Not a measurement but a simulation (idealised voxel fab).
This is a process module. Its name is voxel self aligned contacts.
The figure presents cross-section cut, which has a width of 205 nm and is divided into square cells with an edge length of 5 nm.
Just so we're on the same page, the cross-sections are grids of square cells, and they're listed out in bands top to bottom, each band one or more rows deep.
Look at the band entry: it leads with the top's height and the bottom's height in nm. Then it lists the materials left to right, with a width in nm for each. The word "edge to edge" on a single material says that material fills the band edge to edge. The word "empty" is empty space.
Heights are measured from 0, the level below which the as-received wafer is all one material; the lowest band has no bottom and continues downward, written as in "0..down".
The width entry "30->40" should be interpreted row by row: the top row of cells in the band takes the first number, the bottom row takes the second number, and the change between adjacent rows is uniform throughout.
"changes: none" (step): cross-section cells unchanged, all of them.
Each empty space that has no open way to the top and spans at least 8 cells appears under "Sealed cavities" as width x height at distance, the distance counted from the left edge, all in nm.
What comes after the settings on a step's line is commentary from the simulator itself on that step.
The optional step-line setting "overlay nm" applies to steps with a mask and quantifies how far to the right of its planned location the mask lay, a negative value indicating leftward placement.
-- The steps planned for the process are as follows
- 1: RECEIVE (material Si)
- 2: OXIDIZE (depth nm 5)
- 3: DIRECTIONAL_DEP (material polySi; thk nm 20)
- 4: DIRECTIONAL_DEP (material SiN; thk nm 20)
- 5: PATTERN (tone cover; mask id GATE; material resist; width nm 35; pitch nm 65; thk nm 20; overlay nm -5)
- 6: DIRECTIONAL_ETCH (etch materials SiN; depth nm 20)
- 7: DIRECTIONAL_ETCH (etch materials polySi; depth nm 20)
- 8: STRIP (etch materials resist)
- 9: CONFORMAL_DEP (material SiN; thk nm 5)
- 10: DIRECTIONAL_ETCH (etch materials SiN; depth nm 5)
- 11: FILL_DEP (material SiO2; thk nm 15)
- 12: CMP (height nm 50)
- 13: PATTERN (tone open; mask id CONTACT; material resist; width nm 40; pitch nm 65; thk nm 15; overlay nm 0)
- 14: DIRECTIONAL_ETCH (etch materials SiO2; depth nm 55)
- 15: STRIP (etch materials resist)
- 16: CONFORMAL_DEP (material TiN; thk nm 5)
- 17: FILL_DEP (material W; thk nm 5)
- 18: CMP (height nm 50)
- 19: CONFORMAL_DEP (material SiN; thk nm 5)
For clarity, it should be stated that the wafers under discussion commence in an identical condition and differ with respect to the overlay nm of step 5, the plan indicating the value that the first wafer had.
-- First of several wafers (as received, post step 1), cross-sectional view
- 0..down: Si edge to edge
- Sealed cavities: none
-- first wafer at the end, after step 19
- 55..50: SiN edge to edge
- 50..40: 50 of SiO2; 5->10 of TiN; 30->10 of W; 5->20 of TiN; 25 of SiO2; 5->10 of TiN; 30->10 of W; 5->20 of TiN; 50 of SiO2
- 40..20: 10 of SiO2; 45 of SiN; 5 of TiN; 10 of W; 5 of TiN; 45 of SiN; 5 of TiN; 10 of W; 5 of TiN; 45 of SiN; 20 of SiO2
- 20..0: 10 of SiO2; 5 of SiN; 35 of polySi; 5 of SiN; 5 of TiN; 10 of W; 5 of TiN; 5 of SiN; 35 of polySi; 5 of SiN; 5 of TiN; 10 of W; 5 of TiN; 5 of SiN; 35 of polySi; 5 of SiN; 20 of SiO2
- 0..-5: 55 of SiO2; 20 of TiN; 45 of SiO2; 20 of TiN; 65 of SiO2
- -5..down: Si edge to edge
- Sealed cavities: none
-- Here we cross-sectioned the last of the wafers once the module was done
- 55..50: SiN edge to edge
- 50..40: 50 of SiO2; 5->20 of TiN; 30->10 of W; 5->10 of TiN; 25 of SiO2; 5->20 of TiN; 30->10 of W; 5->10 of TiN; 50 of SiO2
- 40..20: 20 of SiO2; 45 of SiN; 5 of TiN; 10 of W; 5 of TiN; 45 of SiN; 5 of TiN; 10 of W; 5 of TiN; 45 of SiN; 10 of SiO2
- 20..0: 20 of SiO2; 5 of SiN; 35 of polySi; 5 of SiN; 5 of TiN; 10 of W; 5 of TiN; 5 of SiN; 35 of polySi; 5 of SiN; 5 of TiN; 10 of W; 5 of TiN; 5 of SiN; 35 of polySi; 5 of SiN; 10 of SiO2
- 0..-5: 65 of SiO2; 20 of TiN; 45 of SiO2; 20 of TiN; 55 of SiO2
- -5..down: Si edge to edge
- Sealed cavities: none
-- Every row in this table is a wafer at the end of the module, and it gives, for each of the materials, the cells that wafer has gained (+) or lost (-) since it was received, then its closed voids
overlay nm -5, -41 Si, +173 SiN, +131 SiO2, +56 TiN, +48 W, +84 polySi, Sealed cavities: none
overlay nm 0, -41 Si, +173 SiN, +131 SiO2, +56 TiN, +48 W, +84 polySi, Sealed cavities: none
overlay nm 5, -41 Si, +173 SiN, +131 SiO2, +56 TiN, +48 W, +84 polySi, Sealed cavities: none
